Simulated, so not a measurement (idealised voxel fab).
process module | voxel transistor to metal
cross-section cut | 160 nm wide | cells 5 nm
A cross-section is a grid of square cells, given in bands from the top down. A band is one or more rows of cells.
Each band's line starts with the height of the band's top and of its bottom, in nm. Then come its materials from left to right, each with its width in nm. One material with "throughout" fills the band from edge to edge. "air" is empty space.
Height 0 is the level under which the wafer as received is all one material. The lowest band goes on downwards, as in "0 down".
A width such as "30 to 40" changes by the same amount from each row of cells to the next, from the band's top row to its bottom row.
"no change" after a step means that no cell of the cross-section changed.
closed voids: empty space of 8 cells or more with no open way to the top, each as width x height at its distance from the left edge, in nm
after a step's settings: what the simulator itself notes on the step
overlay nm, on a step with a mask: how far to the right of its planned place the mask lay; to the left if negative
plan
1 op RECEIVE | material Si
2 op CONFORMAL_DEP | material SiO2 | thk nm 5
3 op CONFORMAL_DEP | material SiN | thk nm 15
4 op MASKED_ETCH | tone cover | mask id ACTIVE | width nm 125 | etch materials SiN | depth nm 15 | overlay nm 0
5 op MASKED_ETCH | tone cover | mask id ACTIVE | width nm 125 | etch materials SiO2 | depth nm 5 | overlay nm 0
6 op MASKED_ETCH | tone cover | mask id ACTIVE | width nm 125 | etch materials Si | depth nm 25 | overlay nm 0
7 op FILL_DEP | material SiO2 | thk nm 15
8 op CMP | height nm 20
9 op SELECTIVE_ETCH | etch materials SiO2 | depth nm 15
10 op STRIP | etch materials SiN
11 op SELECTIVE_ETCH | etch materials SiO2 | depth nm 5
12 op OXIDIZE | depth nm 5
13 op DIRECTIONAL_DEP | material polySi | thk nm 30
14 op DIRECTIONAL_DEP | material SiCN | thk nm 10
15 op DIRECTIONAL_DEP | material aC | thk nm 10
16 op PATTERN | tone cover | mask id GATE | material resist | width nm 25 | thk nm 25 | overlay nm 0
17 op DIRECTIONAL_ETCH | etch materials aC | depth nm 10
18 op STRIP | etch materials resist
19 op DIRECTIONAL_ETCH | etch materials SiCN | depth nm 20
20 op DIRECTIONAL_ETCH | etch materials polySi | depth nm 40
21 op STRIP | etch materials aC
22 op CONFORMAL_DEP | material SiO2 | thk nm 5
23 op DIRECTIONAL_ETCH | etch materials SiO2 | depth nm 5
24 op CONFORMAL_DEP | material SiN | thk nm 10
25 op DIRECTIONAL_ETCH | etch materials SiN | depth nm 10
26 op DIRECTIONAL_ETCH | etch materials SiO2 | depth nm 5
27 op EPI | material pSi | thk nm 5
28 op FILL_DEP | material SiO2 | thk nm 10
29 op CMP | height nm 30
30 op STRIP | etch materials polySi
31 op SELECTIVE_ETCH | etch materials SiO2 | depth nm 5
32 op CONFORMAL_DEP | material HfO2 | thk nm 5
33 op CONFORMAL_DEP | material TiN | thk nm 5
34 op FILL_DEP | material W | thk nm 5
35 op CMP | height nm 25
36 op DIRECTIONAL_DEP | material SiO2 | thk nm 10
37 op PATTERN | tone open | mask id CONTACT | material resist | width nm 20 | pitch nm 85 | thk nm 20 | overlay nm 0
38 op DIRECTIONAL_ETCH | etch materials SiO2 | depth nm 35
39 op STRIP | etch materials resist
40 op CONFORMAL_DEP | material TiN | thk nm 5
41 op FILL_DEP | material Ru | thk nm 5
42 op CMP | height nm 35
43 op DIRECTIONAL_DEP | material TiN | thk nm 5
44 op DIRECTIONAL_DEP | material W | thk nm 25
45 op MASKED_ETCH | tone cover | mask id METAL_1 | width nm 20 | pitch nm 85 | etch materials W | depth nm 25 | overlay nm 0
46 op MASKED_ETCH | tone cover | mask id METAL_1 | width nm 20 | pitch nm 85 | etch materials TiN | depth nm 5 | overlay nm 0
47 op CONFORMAL_DEP | material SiCN | thk nm 5
48 op FILL_DEP | material lowk | thk nm 10
49 op CMP | height nm 65
50 op CONFORMAL_DEP | material SiCN | thk nm 5
51 op DIRECTIONAL_DEP | material SiO2 | thk nm 25
52 op MASKED_ETCH | tone open | mask id METAL_2 | width nm 20 | pitch nm 85 | etch materials SiO2 | depth nm 15 | overlay nm 0
53 op DIRECTIONAL_DEP | material aC | thk nm 15
54 op PATTERN | tone open | mask id METAL_2_HOLES | material resist | width nm 15 | pitch nm 85 | thk nm 30 | overlay nm 0
55 op DIRECTIONAL_ETCH | etch materials aC | depth nm 15
56 op STRIP | etch materials resist
57 op DIRECTIONAL_ETCH | etch materials SiO2 | depth nm 10
58 op DIRECTIONAL_ETCH | etch materials SiCN | depth nm 5
59 op STRIP | etch materials aC
60 op CONFORMAL_DEP | material TiN | thk nm 5
61 op FILL_DEP | material Cu | thk nm 5
62 op CMP | height nm 95
63 op CONFORMAL_DEP | material SiCN | thk nm 5
first wafer, as planned
as received, after step 1
  0 down: Si throughout
  closed voids: none
after step 2
  5 to 0: SiO2 throughout
  below 0: unchanged
after step 3
  20 to 5: SiN throughout
  below 5: unchanged
after step 4
  20 to 5: air 15 | SiN 125 | air 20
  below 5: unchanged
after step 5
  20 to 5: air 15 | SiN 125 | air 20
  5 to 0: air 15 | SiO2 125 | air 20
  below 0: unchanged
after step 6
  20 to 5: air 15 | SiN 125 | air 20
  5 to 0: air 15 | SiO2 125 | air 20
  0 to -25: air 15 | Si 125 | air 20
  below -25: unchanged
after step 7
  35 to 20: SiO2 throughout
  20 to 5: SiO2 15 | SiN 125 | SiO2 20
  5 to 0: SiO2 throughout
  0 to -25: SiO2 15 | Si 125 | SiO2 20
  below -25: unchanged
after step 8
  20 to 5: SiO2 15 | SiN 125 | SiO2 20
  below 5: unchanged
after step 9
  20 to 5: air 15 | SiN 125 | air 20
  below 5: unchanged
after step 10
  5 to 0: SiO2 throughout
  below 0: unchanged
after step 11
  0 to -25: SiO2 15 | Si 125 | SiO2 20
  below -25: unchanged
after step 12
  0 to -5: SiO2 throughout
  below -5: unchanged
after step 13
  30 to 0: polySi throughout
  below 0: unchanged
after step 14
  40 to 30: SiCN throughout
  below 30: unchanged
after step 15
  50 to 40: aC throughout
  below 40: unchanged
after step 16
  75 to 50: air 65 | resist 25 | air 70
  below 50: unchanged
after step 17
  65 to 50: air 65 | resist 25 | air 70
  50 to 40: air 65 | aC 25 | air 70
  below 40: unchanged
after step 18
  50 to 40: air 65 | aC 25 | air 70
  below 40: unchanged
after step 19
  50 to 40: air 65 | aC 25 | air 70
  40 to 30: air 65 | SiCN 25 | air 70
  below 30: unchanged
after step 20
  50 to 40: air 65 | aC 25 | air 70
  40 to 30: air 65 | SiCN 25 | air 70
  30 to 0: air 65 | polySi 25 | air 70
  below 0: unchanged
after step 21
  40 to 30: air 65 | SiCN 25 | air 70
  below 30: unchanged
after step 22
  45 to 40: air 60 | SiO2 35 | air 65
  40 to 30: air 60 | SiO2 5 | SiCN 25 | SiO2 5 | air 65
  30 to 5: air 60 | SiO2 5 | polySi 25 | SiO2 5 | air 65
  5 to 0: SiO2 65 | polySi 25 | SiO2 70
  below 0: unchanged
after step 23
  40 to 30: air 60 | SiO2 5 | SiCN 25 | SiO2 5 | air 65
  30 to 0: air 60 | SiO2 5 | polySi 25 | SiO2 5 | air 65
  below 0: unchanged
after step 24
  50 to 40: air 50 | SiN 55 | air 55
  40 to 30: air 50 | SiN 10 | SiO2 5 | SiCN 25 | SiO2 5 | SiN 10 | air 55
  30 to 10: air 50 | SiN 10 | SiO2 5 | polySi 25 | SiO2 5 | SiN 10 | air 55
  10 to 0: SiN 60 | SiO2 5 | polySi 25 | SiO2 5 | SiN 65
  below 0: unchanged
after step 25
  40 to 30: air 50 | SiN 10 | SiO2 5 | SiCN 25 | SiO2 5 | SiN 10 | air 55
  30 to 0: air 50 | SiN 10 | SiO2 5 | polySi 25 | SiO2 5 | SiN 10 | air 55
  below 0: unchanged
after step 26
  40 to 35: air 50 | SiN 10 | air 5 | SiCN 25 | air 5 | SiN 10 | air 55
  35 to 30: air 50 | SiN 10 | SiO2 5 | SiCN 25 | SiO2 5 | SiN 10 | air 55
  30 to 0: air 50 | SiN 10 | SiO2 5 | polySi 25 | SiO2 5 | SiN 10 | air 55
  0 to -5: air 50 | SiO2 55 | air 55
  below -5: unchanged
after step 27
  40 to 35: air 50 | SiN 10 | air 5 | SiCN 25 | air 5 | SiN 10 | air 55
  35 to 30: air 50 | SiN 10 | SiO2 5 | SiCN 25 | SiO2 5 | SiN 10 | air 55
  30 to 0: air 50 | SiN 10 | SiO2 5 | polySi 25 | SiO2 5 | SiN 10 | air 55
  0 to -5: air 10 | pSi 40 | SiO2 55 | pSi 40 | air 15
  below -5: unchanged
after step 28
  50 to 40: SiO2 throughout
  40 to 30: SiO2 50 | SiN 10 | SiO2 5 | SiCN 25 | SiO2 5 | SiN 10 | SiO2 55
  30 to 0: SiO2 50 | SiN 10 | SiO2 5 | polySi 25 | SiO2 5 | SiN 10 | SiO2 55
  0 to -5: SiO2 10 | pSi 40 | SiO2 55 | pSi 40 | SiO2 15
  below -5: unchanged
after step 29
  30 to 0: SiO2 50 | SiN 10 | SiO2 5 | polySi 25 | SiO2 5 | SiN 10 | SiO2 55
  below 0: unchanged
after step 30
  30 to 0: SiO2 50 | SiN 10 | SiO2 5 | air 25 | SiO2 5 | SiN 10 | SiO2 55
  below 0: unchanged
after step 31
  30 to 25: air 50 | SiN 10 | air 35 | SiN 10 | air 55
  25 to 0: SiO2 50 | SiN 10 | air 35 | SiN 10 | SiO2 55
  0 to -5: SiO2 10 | pSi 40 | SiO2 10 | air 35 | SiO2 10 | pSi 40 | SiO2 15
  below -5: unchanged
after step 32
  35 to 30: air 45 | HfO2 20 | air 25 | HfO2 20 | air 50
  30 to 25: HfO2 50 | SiN 10 | HfO2 5 | air 25 | HfO2 5 | SiN 10 | HfO2 55
  25 to 0: SiO2 50 | SiN 10 | HfO2 5 | air 25 | HfO2 5 | SiN 10 | SiO2 55
  0 to -5: SiO2 10 | pSi 40 | SiO2 10 | HfO2 35 | SiO2 10 | pSi 40 | SiO2 15
  below -5: unchanged
after step 33
  40 to 35: air 40 | TiN 30 | air 15 | TiN 30 | air 45
  35 to 30: TiN 45 | HfO2 20 | TiN 5 | air 15 | TiN 5 | HfO2 20 | TiN 50
  30 to 25: HfO2 50 | SiN 10 | HfO2 5 | TiN 5 | air 15 | TiN 5 | HfO2 5 | SiN 10 | HfO2 55
  25 to 5: SiO2 50 | SiN 10 | HfO2 5 | TiN 5 | air 15 | TiN 5 | HfO2 5 | SiN 10 | SiO2 55
  5 to 0: SiO2 50 | SiN 10 | HfO2 5 | TiN 25 | HfO2 5 | SiN 10 | SiO2 55
  below 0: unchanged
after step 34
  45 to 40: W throughout
  40 to 35: W 40 | TiN 30 | W 15 | TiN 30 | W 45
  35 to 30: TiN 45 | HfO2 20 | TiN 5 | W 15 | TiN 5 | HfO2 20 | TiN 50
  30 to 25: HfO2 50 | SiN 10 | HfO2 5 | TiN 5 | W 15 | TiN 5 | HfO2 5 | SiN 10 | HfO2 55
  25 to 5: SiO2 50 | SiN 10 | HfO2 5 | TiN 5 | W 15 | TiN 5 | HfO2 5 | SiN 10 | SiO2 55
  below 5: unchanged
after step 35
  25 to 5: SiO2 50 | SiN 10 | HfO2 5 | TiN 5 | W 15 | TiN 5 | HfO2 5 | SiN 10 | SiO2 55
  below 5: unchanged
after step 36
  35 to 25: SiO2 throughout
  below 25: unchanged
after step 37
  55 to 35: resist 25 | air 20 | resist 65 | air 20 | resist 30
  below 35: unchanged
after step 38
  55 to 35: resist 25 | air 20 | resist 65 | air 20 | resist 30
  35 to 25: SiO2 25 | air 20 | SiO2 65 | air 20 | SiO2 30
  25 to 5: SiO2 25 | air 20 | SiO2 5 | SiN 10 | HfO2 5 | TiN 5 | W 15 | TiN 5 | HfO2 5 | SiN 10 | SiO2 5 | air 20 | SiO2 30
  5 to 0: SiO2 25 | air 20 | SiO2 5 | SiN 10 | HfO2 5 | TiN 25 | HfO2 5 | SiN 10 | SiO2 5 | air 20 | SiO2 30
  below 0: unchanged
after step 39
  35 to 25: SiO2 25 | air 20 | SiO2 65 | air 20 | SiO2 30
  below 25: unchanged
after step 40
  40 to 35: TiN 30 | air 10 | TiN 75 | air 10 | TiN 35
  35 to 25: SiO2 25 | TiN 5 | air 10 | TiN 5 | SiO2 65 | TiN 5 | air 10 | TiN 5 | SiO2 30
  25 to 5: SiO2 25 | TiN 5 | air 10 | TiN 5 | SiO2 5 | SiN 10 | HfO2 5 | TiN 5 | W 15 | TiN 5 | HfO2 5 | SiN 10 | SiO2 5 | TiN 5 | air 10 | TiN 5 | SiO2 30
  5 to 0: SiO2 25 | TiN 20 | SiO2 5 | SiN 10 | HfO2 5 | TiN 25 | HfO2 5 | SiN 10 | SiO2 5 | TiN 20 | SiO2 30
  below 0: unchanged
after step 41
  45 to 40: Ru throughout
  40 to 35: TiN 30 | Ru 10 | TiN 75 | Ru 10 | TiN 35
  35 to 25: SiO2 25 | TiN 5 | Ru 10 | TiN 5 | SiO2 65 | TiN 5 | Ru 10 | TiN 5 | SiO2 30
  25 to 5: SiO2 25 | TiN 5 | Ru 10 | TiN 5 | SiO2 5 | SiN 10 | HfO2 5 | TiN 5 | W 15 | TiN 5 | HfO2 5 | SiN 10 | SiO2 5 | TiN 5 | Ru 10 | TiN 5 | SiO2 30
  below 5: unchanged
after step 42
  35 to 25: SiO2 25 | TiN 5 | Ru 10 | TiN 5 | SiO2 65 | TiN 5 | Ru 10 | TiN 5 | SiO2 30
  below 25: unchanged
after step 43
  40 to 35: TiN throughout
  below 35: unchanged
after step 44
  65 to 40: W throughout
  below 40: unchanged
after step 45
  65 to 40: air 25 | W 20 | air 65 | W 20 | air 30
  below 40: unchanged
after step 46
  65 to 40: air 25 | W 20 | air 65 | W 20 | air 30
  40 to 35: air 25 | TiN 20 | air 65 | TiN 20 | air 30
  below 35: unchanged
after step 47
  70 to 65: air 20 | SiCN 30 | air 55 | SiCN 30 | air 25
  65 to 40: air 20 | SiCN 5 | W 20 | SiCN 5 | air 55 | SiCN 5 | W 20 | SiCN 5 | air 25
  40 to 35: SiCN 25 | TiN 20 | SiCN 65 | TiN 20 | SiCN 30
  below 35: unchanged
after step 48
  80 to 70: lowk throughout
  70 to 65: lowk 20 | SiCN 30 | lowk 55 | SiCN 30 | lowk 25
  65 to 40: lowk 20 | SiCN 5 | W 20 | SiCN 5 | lowk 55 | SiCN 5 | W 20 | SiCN 5 | lowk 25
  below 40: unchanged
after step 49
  65 to 40: lowk 20 | SiCN 5 | W 20 | SiCN 5 | lowk 55 | SiCN 5 | W 20 | SiCN 5 | lowk 25
  below 40: unchanged
after step 50
  70 to 65: SiCN throughout
  below 65: unchanged
after step 51
  95 to 70: SiO2 throughout
  below 70: unchanged
after step 52
  95 to 80: SiO2 25 | air 20 | SiO2 65 | air 20 | SiO2 30
  below 80: unchanged
after step 53
  110 to 95: aC 25 | air 20 | aC 65 | air 20 | aC 30
  95 to 80: SiO2 25 | aC 20 | SiO2 65 | aC 20 | SiO2 30
  below 80: unchanged
after step 54
  140 to 110: resist 25 | air 15 | resist 70 | air 15 | resist 35
  110 to 95: aC 25 | air 15 | resist 5 | aC 65 | air 15 | resist 5 | aC 30
  below 95: unchanged
after step 55
  125 to 110: resist 25 | air 15 | resist 70 | air 15 | resist 35
  110 to 95: aC 25 | air 15 | resist 5 | aC 65 | air 15 | resist 5 | aC 30
  95 to 80: SiO2 25 | air 15 | aC 5 | SiO2 65 | air 15 | aC 5 | SiO2 30
  below 80: unchanged
after step 56
  110 to 95: aC 25 | air 20 | aC 65 | air 20 | aC 30
  below 95: unchanged
after step 57
  110 to 95: aC 25 | air 20 | aC 65 | air 20 | aC 30
  95 to 80: SiO2 25 | air 15 | aC 5 | SiO2 65 | air 15 | aC 5 | SiO2 30
  80 to 70: SiO2 25 | air 15 | SiO2 70 | air 15 | SiO2 35
  below 70: unchanged
after step 58
  110 to 95: aC 25 | air 20 | aC 65 | air 20 | aC 30
  95 to 80: SiO2 25 | air 15 | aC 5 | SiO2 65 | air 15 | aC 5 | SiO2 30
  80 to 70: SiO2 25 | air 15 | SiO2 70 | air 15 | SiO2 35
  70 to 65: SiCN 25 | air 15 | SiCN 70 | air 15 | SiCN 35
  below 65: unchanged
after step 59
  95 to 80: SiO2 25 | air 20 | SiO2 65 | air 20 | SiO2 30
  below 80: unchanged
after step 60
  100 to 95: TiN 30 | air 10 | TiN 75 | air 10 | TiN 35
  95 to 85: SiO2 25 | TiN 5 | air 10 | TiN 5 | SiO2 65 | TiN 5 | air 10 | TiN 5 | SiO2 30
  85 to 80: SiO2 25 | TiN 5 | air 5 | TiN 10 | SiO2 65 | TiN 5 | air 5 | TiN 10 | SiO2 30
  80 to 70: SiO2 25 | TiN 5 | air 5 | TiN 5 | SiO2 70 | TiN 5 | air 5 | TiN 5 | SiO2 35
  70 to 65: SiCN 25 | TiN 15 | SiCN 70 | TiN 15 | SiCN 35
  below 65: unchanged
after step 61
  105 to 100: Cu throughout
  100 to 95: TiN 30 | Cu 10 | TiN 75 | Cu 10 | TiN 35
  95 to 85: SiO2 25 | TiN 5 | Cu 10 | TiN 5 | SiO2 65 | TiN 5 | Cu 10 | TiN 5 | SiO2 30
  85 to 80: SiO2 25 | TiN 5 | Cu 5 | TiN 10 | SiO2 65 | TiN 5 | Cu 5 | TiN 10 | SiO2 30
  80 to 70: SiO2 25 | TiN 5 | Cu 5 | TiN 5 | SiO2 70 | TiN 5 | Cu 5 | TiN 5 | SiO2 35
  below 70: unchanged
after step 62
  95 to 85: SiO2 25 | TiN 5 | Cu 10 | TiN 5 | SiO2 65 | TiN 5 | Cu 10 | TiN 5 | SiO2 30
  below 85: unchanged
after step 63
  100 to 95: SiCN throughout
  below 95: unchanged
second wafer: like start, like plan, one mistake. Through step 23 it matches the first wafer
when step 24 should have ended
  55 to 40: air 45 | SiN 65 | air 50
  40 to 30: air 45 | SiN 15 | SiO2 5 | SiCN 25 | SiO2 5 | SiN 15 | air 50
  30 to 15: air 45 | SiN 15 | SiO2 5 | polySi 25 | SiO2 5 | SiN 15 | air 50
  15 to 0: SiN 60 | SiO2 5 | polySi 25 | SiO2 5 | SiN 65
  below 0: unchanged
when step 25 should have ended
  45 to 40: air 45 | SiN 65 | air 50
  40 to 30: air 45 | SiN 15 | SiO2 5 | SiCN 25 | SiO2 5 | SiN 15 | air 50
  30 to 5: air 45 | SiN 15 | SiO2 5 | polySi 25 | SiO2 5 | SiN 15 | air 50
  below 5: unchanged
when step 26 should have ended: no change
when step 27 should have ended: no change
when step 28 should have ended
  55 to 45: SiO2 throughout
  45 to 40: SiO2 45 | SiN 65 | SiO2 50
  40 to 30: SiO2 45 | SiN 15 | SiO2 5 | SiCN 25 | SiO2 5 | SiN 15 | SiO2 50
  30 to 5: SiO2 45 | SiN 15 | SiO2 5 | polySi 25 | SiO2 5 | SiN 15 | SiO2 50
  below 5: unchanged
when step 29 should have ended
  30 to 5: SiO2 45 | SiN 15 | SiO2 5 | polySi 25 | SiO2 5 | SiN 15 | SiO2 50
  below 5: unchanged
when step 30 should have ended
  30 to 5: SiO2 45 | SiN 15 | SiO2 5 | air 25 | SiO2 5 | SiN 15 | SiO2 50
  5 to 0: SiN 60 | SiO2 5 | air 25 | SiO2 5 | SiN 65
  below 0: unchanged
when step 31 should have ended
  30 to 25: air 45 | SiN 15 | air 35 | SiN 15 | air 50
  25 to 5: SiO2 45 | SiN 15 | air 35 | SiN 15 | SiO2 50
  5 to 0: SiN 60 | air 35 | SiN 65
  0 to -5: SiO2 60 | air 35 | SiO2 65
  below -5: unchanged
when step 32 should have ended
  35 to 30: air 40 | HfO2 25 | air 25 | HfO2 25 | air 45
  30 to 25: HfO2 45 | SiN 15 | HfO2 5 | air 25 | HfO2 5 | SiN 15 | HfO2 50
  25 to 5: SiO2 45 | SiN 15 | HfO2 5 | air 25 | HfO2 5 | SiN 15 | SiO2 50
  5 to 0: SiN 60 | HfO2 5 | air 25 | HfO2 5 | SiN 65
  0 to -5: SiO2 60 | HfO2 35 | SiO2 65
  below -5: unchanged
when step 33 should have ended
  40 to 35: air 35 | TiN 35 | air 15 | TiN 35 | air 40
  35 to 30: TiN 40 | HfO2 25 | TiN 5 | air 15 | TiN 5 | HfO2 25 | TiN 45
  30 to 25: HfO2 45 | SiN 15 | HfO2 5 | TiN 5 | air 15 | TiN 5 | HfO2 5 | SiN 15 | HfO2 50
  25 to 5: SiO2 45 | SiN 15 | HfO2 5 | TiN 5 | air 15 | TiN 5 | HfO2 5 | SiN 15 | SiO2 50
  5 to 0: SiN 60 | HfO2 5 | TiN 25 | HfO2 5 | SiN 65
  below 0: unchanged
when step 34 should have ended
  45 to 40: W throughout
  40 to 35: W 35 | TiN 35 | W 15 | TiN 35 | W 40
  35 to 30: TiN 40 | HfO2 25 | TiN 5 | W 15 | TiN 5 | HfO2 25 | TiN 45
  30 to 25: HfO2 45 | SiN 15 | HfO2 5 | TiN 5 | W 15 | TiN 5 | HfO2 5 | SiN 15 | HfO2 50
  25 to 5: SiO2 45 | SiN 15 | HfO2 5 | TiN 5 | W 15 | TiN 5 | HfO2 5 | SiN 15 | SiO2 50
  below 5: unchanged
when step 35 should have ended
  25 to 5: SiO2 45 | SiN 15 | HfO2 5 | TiN 5 | W 15 | TiN 5 | HfO2 5 | SiN 15 | SiO2 50
  below 5: unchanged
when step 36 should have ended
  35 to 25: SiO2 throughout
  below 25: unchanged
when step 37 should have ended
  55 to 35: resist 25 | air 20 | resist 65 | air 20 | resist 30
  below 35: unchanged
when step 38 should have ended
  55 to 35: resist 25 | air 20 | resist 65 | air 20 | resist 30
  35 to 25: SiO2 25 | air 20 | SiO2 65 | air 20 | SiO2 30
  25 to 5: SiO2 25 | air 20 | SiN 15 | HfO2 5 | TiN 5 | W 15 | TiN 5 | HfO2 5 | SiN 15 | air 20 | SiO2 30
  below 5: unchanged
when step 39 should have ended
  35 to 25: SiO2 25 | air 20 | SiO2 65 | air 20 | SiO2 30
  below 25: unchanged
when step 40 should have ended
  40 to 35: TiN 30 | air 10 | TiN 75 | air 10 | TiN 35
  35 to 25: SiO2 25 | TiN 5 | air 10 | TiN 5 | SiO2 65 | TiN 5 | air 10 | TiN 5 | SiO2 30
  25 to 10: SiO2 25 | TiN 5 | air 10 | TiN 5 | SiN 15 | HfO2 5 | TiN 5 | W 15 | TiN 5 | HfO2 5 | SiN 15 | TiN 5 | air 10 | TiN 5 | SiO2 30
  10 to 5: SiO2 25 | TiN 20 | SiN 15 | HfO2 5 | TiN 5 | W 15 | TiN 5 | HfO2 5 | SiN 15 | TiN 20 | SiO2 30
  below 5: unchanged
when step 41 should have ended
  45 to 40: Ru throughout
  40 to 35: TiN 30 | Ru 10 | TiN 75 | Ru 10 | TiN 35
  35 to 25: SiO2 25 | TiN 5 | Ru 10 | TiN 5 | SiO2 65 | TiN 5 | Ru 10 | TiN 5 | SiO2 30
  25 to 10: SiO2 25 | TiN 5 | Ru 10 | TiN 5 | SiN 15 | HfO2 5 | TiN 5 | W 15 | TiN 5 | HfO2 5 | SiN 15 | TiN 5 | Ru 10 | TiN 5 | SiO2 30
  below 10: unchanged
when step 42 should have ended
  35 to 25: SiO2 25 | TiN 5 | Ru 10 | TiN 5 | SiO2 65 | TiN 5 | Ru 10 | TiN 5 | SiO2 30
  below 25: unchanged
when step 43 should have ended
  40 to 35: TiN throughout
  below 35: unchanged
when step 44 should have ended
  65 to 40: W throughout
  below 40: unchanged
when step 45 should have ended
  65 to 40: air 25 | W 20 | air 65 | W 20 | air 30
  below 40: unchanged
when step 46 should have ended
  65 to 40: air 25 | W 20 | air 65 | W 20 | air 30
  40 to 35: air 25 | TiN 20 | air 65 | TiN 20 | air 30
  below 35: unchanged
when step 47 should have ended
  70 to 65: air 20 | SiCN 30 | air 55 | SiCN 30 | air 25
  65 to 40: air 20 | SiCN 5 | W 20 | SiCN 5 | air 55 | SiCN 5 | W 20 | SiCN 5 | air 25
  40 to 35: SiCN 25 | TiN 20 | SiCN 65 | TiN 20 | SiCN 30
  below 35: unchanged
when step 48 should have ended
  80 to 70: lowk throughout
  70 to 65: lowk 20 | SiCN 30 | lowk 55 | SiCN 30 | lowk 25
  65 to 40: lowk 20 | SiCN 5 | W 20 | SiCN 5 | lowk 55 | SiCN 5 | W 20 | SiCN 5 | lowk 25
  below 40: unchanged
when step 49 should have ended
  65 to 40: lowk 20 | SiCN 5 | W 20 | SiCN 5 | lowk 55 | SiCN 5 | W 20 | SiCN 5 | lowk 25
  below 40: unchanged
when step 50 should have ended
  70 to 65: SiCN throughout
  below 65: unchanged
when step 51 should have ended
  95 to 70: SiO2 throughout
  below 70: unchanged
when step 52 should have ended
  95 to 80: SiO2 25 | air 20 | SiO2 65 | air 20 | SiO2 30
  below 80: unchanged
when step 53 should have ended
  110 to 95: aC 25 | air 20 | aC 65 | air 20 | aC 30
  95 to 80: SiO2 25 | aC 20 | SiO2 65 | aC 20 | SiO2 30
  below 80: unchanged
when step 54 should have ended
  140 to 110: resist 25 | air 15 | resist 70 | air 15 | resist 35
  110 to 95: aC 25 | air 15 | resist 5 | aC 65 | air 15 | resist 5 | aC 30
  below 95: unchanged
when step 55 should have ended
  125 to 110: resist 25 | air 15 | resist 70 | air 15 | resist 35
  110 to 95: aC 25 | air 15 | resist 5 | aC 65 | air 15 | resist 5 | aC 30
  95 to 80: SiO2 25 | air 15 | aC 5 | SiO2 65 | air 15 | aC 5 | SiO2 30
  below 80: unchanged
when step 56 should have ended
  110 to 95: aC 25 | air 20 | aC 65 | air 20 | aC 30
  below 95: unchanged
when step 57 should have ended
  110 to 95: aC 25 | air 20 | aC 65 | air 20 | aC 30
  95 to 80: SiO2 25 | air 15 | aC 5 | SiO2 65 | air 15 | aC 5 | SiO2 30
  80 to 70: SiO2 25 | air 15 | SiO2 70 | air 15 | SiO2 35
  below 70: unchanged
when step 58 should have ended
  110 to 95: aC 25 | air 20 | aC 65 | air 20 | aC 30
  95 to 80: SiO2 25 | air 15 | aC 5 | SiO2 65 | air 15 | aC 5 | SiO2 30
  80 to 70: SiO2 25 | air 15 | SiO2 70 | air 15 | SiO2 35
  70 to 65: SiCN 25 | air 15 | SiCN 70 | air 15 | SiCN 35
  below 65: unchanged
when step 59 should have ended
  95 to 80: SiO2 25 | air 20 | SiO2 65 | air 20 | SiO2 30
  below 80: unchanged
when step 60 should have ended
  100 to 95: TiN 30 | air 10 | TiN 75 | air 10 | TiN 35
  95 to 85: SiO2 25 | TiN 5 | air 10 | TiN 5 | SiO2 65 | TiN 5 | air 10 | TiN 5 | SiO2 30
  85 to 80: SiO2 25 | TiN 5 | air 5 | TiN 10 | SiO2 65 | TiN 5 | air 5 | TiN 10 | SiO2 30
  80 to 70: SiO2 25 | TiN 5 | air 5 | TiN 5 | SiO2 70 | TiN 5 | air 5 | TiN 5 | SiO2 35
  70 to 65: SiCN 25 | TiN 15 | SiCN 70 | TiN 15 | SiCN 35
  below 65: unchanged
when step 61 should have ended
  105 to 100: Cu throughout
  100 to 95: TiN 30 | Cu 10 | TiN 75 | Cu 10 | TiN 35
  95 to 85: SiO2 25 | TiN 5 | Cu 10 | TiN 5 | SiO2 65 | TiN 5 | Cu 10 | TiN 5 | SiO2 30
  85 to 80: SiO2 25 | TiN 5 | Cu 5 | TiN 10 | SiO2 65 | TiN 5 | Cu 5 | TiN 10 | SiO2 30
  80 to 70: SiO2 25 | TiN 5 | Cu 5 | TiN 5 | SiO2 70 | TiN 5 | Cu 5 | TiN 5 | SiO2 35
  below 70: unchanged
when step 62 should have ended
  95 to 85: SiO2 25 | TiN 5 | Cu 10 | TiN 5 | SiO2 65 | TiN 5 | Cu 10 | TiN 5 | SiO2 30
  below 85: unchanged
when step 63 should have ended
  100 to 95: SiCN throughout
  below 95: unchanged
what went wrong: step 24 ran as: op CONFORMAL_DEP | material SiN | thk nm 15
at the end the second wafer has, in cells: 4 fewer of Ru | 29 more of SiN | 5 fewer of SiO2 | 4 fewer of TiN | 16 fewer of pSi
